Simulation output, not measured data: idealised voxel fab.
You're looking at the process module voxel transistor to metal.
Square cells of 5 nm make up the cross-section cut, whose width is 210 nm.
In this document a cross-section is written as a grid of square cells. It is given as a series of bands, listed from the top down, and a band is one or more rows of cells. Band entry format. Leading values: height of top, height of bottom, nm. Remainder: materials in left-to-right order, each with its width in nm. Special words: "full width" on a single material, which then fills the band edge to edge; "blank", empty space. Beneath 0, the wafer as received is one material, and that level is where height counting begins. The lowest band goes on downward without a bottom; it is written like "z 0 and below". Per-row width for "30->40": begins at first number (top row of band), ends at second number (bottom row), increment between rows held constant. What does "stayed the same" mean for a step? It means no cell of the cross-section changed in that step. In the "Enclosed void listing" entry, you get each enclosed empty space of 8 cells or more, one with no open way to the top, written width x height at distance, distance from the left edge, in nm. Whatever follows a step's settings on its line is a remark the simulator itself makes about that step. overlay nm: mask offset rightward from planned place, masked step; negative means leftward offset.

Steps planned for the process
1 RECEIVE with material Si
2 CONFORMAL_DEP with material SiO2, thk nm 5
3 CONFORMAL_DEP with material SiN, thk nm 10
4 DIRECTIONAL_DEP with material aC, thk nm 15
5 PATTERN with tone cover, mask id ACTIVE, material resist, width nm 105, thk nm 30, overlay nm 0
6 DIRECTIONAL_ETCH with etch materials aC, depth nm 15
7 STRIP with etch materials resist
8 DIRECTIONAL_ETCH with etch materials SiN, depth nm 10
9 DIRECTIONAL_ETCH with etch materials SiO2, depth nm 5
10 DIRECTIONAL_ETCH with etch materials Si, depth nm 35
11 STRIP with etch materials aC
12 OXIDIZE with depth nm 5
13 FILL_DEP with material SiO2, thk nm 5
14 CMP with height nm 15
15 SELECTIVE_ETCH with etch materials SiO2, depth nm 10
16 STRIP with etch materials SiN
17 SELECTIVE_ETCH with etch materials SiO2, depth nm 5
18 OXIDIZE with depth nm 5
19 DIRECTIONAL_DEP with material polySi, thk nm 30
20 DIRECTIONAL_DEP with material SiCN, thk nm 15
21 PATTERN with tone cover, mask id GATE, material resist, width nm 25, thk nm 20, overlay nm 0
22 DIRECTIONAL_ETCH with etch materials SiCN, depth nm 25
23 DIRECTIONAL_ETCH with etch materials polySi, depth nm 40
24 STRIP with etch materials resist
25 CONFORMAL_DEP with material SiN, thk nm 5
26 DIRECTIONAL_ETCH with etch materials SiN, depth nm 5
27 DIRECTIONAL_ETCH with etch materials SiO2, depth nm 5
28 EPI with material pSi, thk nm 5
29 FILL_DEP with material SiO2, thk nm 5
30 CMP with height nm 30
31 STRIP with etch materials polySi
32 SELECTIVE_ETCH with etch materials SiO2, depth nm 5
33 CONFORMAL_DEP with material HfO2, thk nm 5
34 CONFORMAL_DEP with material TiN, thk nm 5
35 FILL_DEP with material W, thk nm 10
36 CMP with height nm 25
37 DIRECTIONAL_DEP with material SiO2, thk nm 15
38 MASKED_ETCH with tone open, mask id CONTACT, width nm 15, pitch nm 70, etch materials SiO2, depth nm 40, overlay nm 0
39 CONFORMAL_DEP with material TiN, thk nm 5
40 FILL_DEP with material W, thk nm 10
41 CMP with height nm 40
42 DIRECTIONAL_DEP with material TiN, thk nm 5
43 DIRECTIONAL_DEP with material Ru, thk nm 20
44 MASKED_ETCH with tone cover, mask id METAL_1, width nm 15, pitch nm 70, etch materials Ru, depth nm 20, overlay nm 0
45 MASKED_ETCH with tone cover, mask id METAL_1, width nm 15, pitch nm 70, etch materials TiN, depth nm 5, overlay nm 0
46 FILL_DEP with material lowk, thk nm 5
47 CMP with height nm 65
48 CONFORMAL_DEP with material SiCN, thk nm 5

Here's what the wafer looked like in cross-section when it arrived - that's after step 1
z 0 and below: Si full width
Enclosed void listing: none

Look at the cross-section after the module: the wafer started out the way shown above and the plan was the one shown above, yet one mistake was made along the way
z 70 to 65: SiCN full width
z 65 to 45: 60 nm lowk | 15 nm Ru | 55 nm lowk | 15 nm Ru | 65 nm lowk
z 45 to 40: 60 nm lowk | 15 nm TiN | 55 nm lowk | 15 nm TiN | 65 nm lowk
z 40 to 25: 60 nm SiO2 | 5 nm TiN | 5 nm W | 5 nm TiN | 55 nm SiO2 | 5 nm TiN | 5 nm W | 5 nm TiN | 65 nm SiO2
z 25 to 5: 60 nm SiO2 | 5 nm TiN | 5 nm W | 5 nm TiN | 10 nm SiO2 | 5 nm SiN | 5 nm TiN | 15 nm W | 5 nm TiN | 5 nm SiN | 10 nm SiO2 | 5 nm TiN | 5 nm W | 5 nm TiN | 65 nm SiO2
z 5 to 0: 60 nm SiO2 | 15 nm TiN | 10 nm SiO2 | 5 nm SiN | 5 nm TiN | 15 nm W | 5 nm TiN | 5 nm SiN | 10 nm SiO2 | 15 nm TiN | 65 nm SiO2
z 0 to -5: 50 nm SiO2 | 35 nm pSi | 35 nm TiN | 35 nm pSi | 55 nm SiO2
z -5 to -40: 55 nm SiO2 | 95 nm Si | 60 nm SiO2
z -40 and below: Si full width
Enclosed void listing: none
Deviation from plan: step 33 of the plan got skipped, so it never ran
